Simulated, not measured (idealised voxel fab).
process module | voxel double patterning
cross-section cut | 235 nm wide | cells 5 nm
A cross-section is a grid of square cells, given in bands from the top down. A band is one or more rows of cells.
Each band's line starts with the height of the band's top and of its bottom, in nm. Then come its materials from left to right, each with its width in nm. One material with "throughout" fills the band from edge to edge. "air" is empty space.
Height 0 is the level under which the wafer as received is all one material. The lowest band goes on downwards, as in "0 down".
A width such as "30 to 40" changes by the same amount from each row of cells to the next, from the band's top row to its bottom row.
"no change" after a step means that no cell of the cross-section changed.
closed voids: empty space of 8 cells or more with no open way to the top, each as width x height at its distance from the left edge, in nm
after a step's settings: what the simulator itself notes on the step
overlay nm, on a step with a mask: how far to the right of its planned place the mask lay; to the left if negative
plan
1 op RECEIVE | material Si
2 op CONFORMAL_DEP | material SiO2 | thk nm 10
3 op DIRECTIONAL_DEP | material W | thk nm 15
4 op DIRECTIONAL_DEP | material SiN | thk nm 5
5 op PATTERN | tone open | mask id FIRST | material resist | width nm 15 | pitch nm 50 | thk nm 20 | overlay nm 0
6 op DIRECTIONAL_ETCH | etch materials SiN | depth nm 5
7 op STRIP | etch materials resist
8 op MASKED_ETCH | tone open | mask id SECOND | width nm 15 | etch materials SiN | depth nm 5 | overlay nm 0
9 op DIRECTIONAL_ETCH | etch materials W | depth nm 15
10 op STRIP | etch materials SiN
as received, after step 1
  0 down: Si throughout
  closed voids: none
a wafer at the end: this start, this plan, one mistake
  40 to 25: W 85 | air 15 | W 10 | air 15 | W 10 | air 15 | W 85
  25 to 10: W throughout
  10 to 0: SiO2 throughout
  0 down: Si throughout
  closed voids: none
what went wrong: step 3 was run twice
